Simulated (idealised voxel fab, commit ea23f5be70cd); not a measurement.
Process module name: voxel ribs on slabs
In the cross-section labelled cut, the width is 155 nm and each square cell is 5 nm.
Bands, listed from the top down, are how a cross-section gets written in this document; the cross-section itself is a grid of square cells, and a band is one or more rows of them.
Quick guide to a band line: top height, bottom height (nm) up front; then every material left to right with its width in nm. Only one material and it's marked "everywhere"? Then it fills the band edge to edge. And "blank" just means empty space.
Measure heights from 0. That's the level where, below it, the as-received wafer is all one material. The lowest band is bottomless and extends downward; write it as in "0 -> down".
Per-row width for "30->40": begins at first number (top row of band), ends at second number (bottom row), increment between rows held constant.
The cross-section has no changed cell in any step marked "no change".
In "Closed cavity list" the enclosed voids are listed, meaning empty spaces of 8 cells or larger without any opening to the top. The form is width x height at distance, distance from the left edge, units nm.
The remark found on a step's line after its settings is issued by the simulator itself and pertains to that step.
overlay nm: step with mask; distance mask lay right of planned place; negative value = left of planned place.
# The steps planned for the process are as follows
1. RECEIVE | material Si
2. DIRECTIONAL_DEP | material SiO2 | thk nm 25
3. DIRECTIONAL_DEP | material SiN | thk nm 20
4. PATTERN | tone cover | mask id RIB | material resist | width nm 15 | thk nm 15 | overlay nm 0
5. DIRECTIONAL_ETCH | etch materials SiN | depth nm 5
6. STRIP | etch materials resist
7. PATTERN | tone cover | mask id SLAB | material resist | width nm 65 | thk nm 15 | overlay nm 0
8. DIRECTIONAL_ETCH | etch materials SiN | depth nm 15
9. STRIP | etch materials resist
10. FILL_DEP | material SiO2 | thk nm 25
11. CMP | height nm 60
12. DIRECTIONAL_DEP | material TiN | thk nm 10
13. MASKED_ETCH | tone cover | mask id HEATER | width nm 25 | etch materials TiN | depth nm 10 | overlay nm 0
14. CONFORMAL_DEP | material SiO2 | thk nm 5
# Of two wafers, the first: run according to plan
# Shown in cross-section is the wafer as received, that is, as it stands after step 1
  0 -> down: Si everywhere
  Closed cavity list: none
# You're looking at a cross-section of the wafer after step 2
  25 -> 0: SiO2 everywhere
  At heights below 0, the structure remains unaltered.
# You're looking at a cross-section of the wafer after step 3
  45 -> 25: SiN everywhere
  At heights below 25, the structure remains unaltered.
# You're looking at a cross-section of the wafer after step 4
  60 -> 45: blank=70 | resist=15 | blank=70
  At heights below 45, the structure remains unaltered.
# You're looking at a cross-section of the wafer after step 5
  60 -> 45: blank=70 | resist=15 | blank=70
  45 -> 40: blank=70 | SiN=15 | blank=70
  At heights below 40, the structure remains unaltered.
# You're looking at a cross-section of the wafer after step 6
  45 -> 40: blank=70 | SiN=15 | blank=70
  At heights below 40, the structure remains unaltered.
# You're looking at a cross-section of the wafer after step 7
  60 -> 45: blank=45 | resist=65 | blank=45
  45 -> 40: blank=45 | resist=25 | SiN=15 | resist=25 | blank=45
  At heights below 40, the structure remains unaltered.
# You're looking at a cross-section of the wafer after step 8
  60 -> 45: blank=45 | resist=65 | blank=45
  45 -> 40: blank=45 | resist=25 | SiN=15 | resist=25 | blank=45
  40 -> 25: blank=45 | SiN=65 | blank=45
  At heights below 25, the structure remains unaltered.
# You're looking at a cross-section of the wafer after step 9
  45 -> 40: blank=70 | SiN=15 | blank=70
  At heights below 40, the structure remains unaltered.
# You're looking at a cross-section of the wafer after step 10
  70 -> 45: SiO2 everywhere
  45 -> 40: SiO2=70 | SiN=15 | SiO2=70
  40 -> 25: SiO2=45 | SiN=65 | SiO2=45
  At heights below 25, the structure remains unaltered.
# You're looking at a cross-section of the wafer after step 11
  60 -> 45: SiO2 everywhere
  At heights below 45, the structure remains unaltered.
# You're looking at a cross-section of the wafer after step 12
  70 -> 60: TiN everywhere
  At heights below 60, the structure remains unaltered.
# You're looking at a cross-section of the wafer after step 13
  70 -> 60: blank=65 | TiN=25 | blank=65
  At heights below 60, the structure remains unaltered.
# You're looking at a cross-section of the wafer after step 14
  75 -> 70: blank=60 | SiO2=35 | blank=60
  70 -> 65: blank=60 | SiO2=5 | TiN=25 | SiO2=5 | blank=60
  65 -> 60: SiO2=65 | TiN=25 | SiO2=65
  At heights below 60, the structure remains unaltered.
# Second wafer: same start and same plan as the first, one execution error; identical to the first through step 6
# Here is the second wafer in cross-section at the point where step 7 of the plan should have been done
  60 -> 45: blank=50 | resist=65 | blank=40
  45 -> 40: blank=50 | resist=20 | SiN=15 | resist=30 | blank=40
  At heights below 40, the structure remains unaltered.
# Here is the second wafer in cross-section at the point where step 8 of the plan should have been done
  60 -> 45: blank=50 | resist=65 | blank=40
  45 -> 40: blank=50 | resist=20 | SiN=15 | resist=30 | blank=40
  40 -> 25: blank=50 | SiN=65 | blank=40
  At heights below 25, the structure remains unaltered.
# Here is the second wafer in cross-section at the point where step 9 of the plan should have been done
  45 -> 40: blank=70 | SiN=15 | blank=70
  At heights below 40, the structure remains unaltered.
# Here is the second wafer in cross-section at the point where step 10 of the plan should have been done
  70 -> 45: SiO2 everywhere
  45 -> 40: SiO2=70 | SiN=15 | SiO2=70
  40 -> 25: SiO2=50 | SiN=65 | SiO2=40
  At heights below 25, the structure remains unaltered.
# Here is the second wafer in cross-section at the point where step 11 of the plan should have been done
  60 -> 45: SiO2 everywhere
  At heights below 45, the structure remains unaltered.
# Here is the second wafer in cross-section at the point where step 12 of the plan should have been done
  70 -> 60: TiN everywhere
  At heights below 60, the structure remains unaltered.
# Here is the second wafer in cross-section at the point where step 13 of the plan should have been done
  70 -> 60: blank=65 | TiN=25 | blank=65
  At heights below 60, the structure remains unaltered.
# Here is the second wafer in cross-section at the point where step 14 of the plan should have been done
  75 -> 70: blank=60 | SiO2=35 | blank=60
  70 -> 65: blank=60 | SiO2=5 | TiN=25 | SiO2=5 | blank=60
  65 -> 60: SiO2=65 | TiN=25 | SiO2=65
  At heights below 60, the structure remains unaltered.
Short version of what went wrong: not per plan at step 7, really ran PATTERN | tone cover | mask id SLAB | material resist | width nm 65 | thk nm 15 | overlay nm 5
By the end, you'd get the same cell count for each material on either wafer, but the second wafer puts them somewhere else.
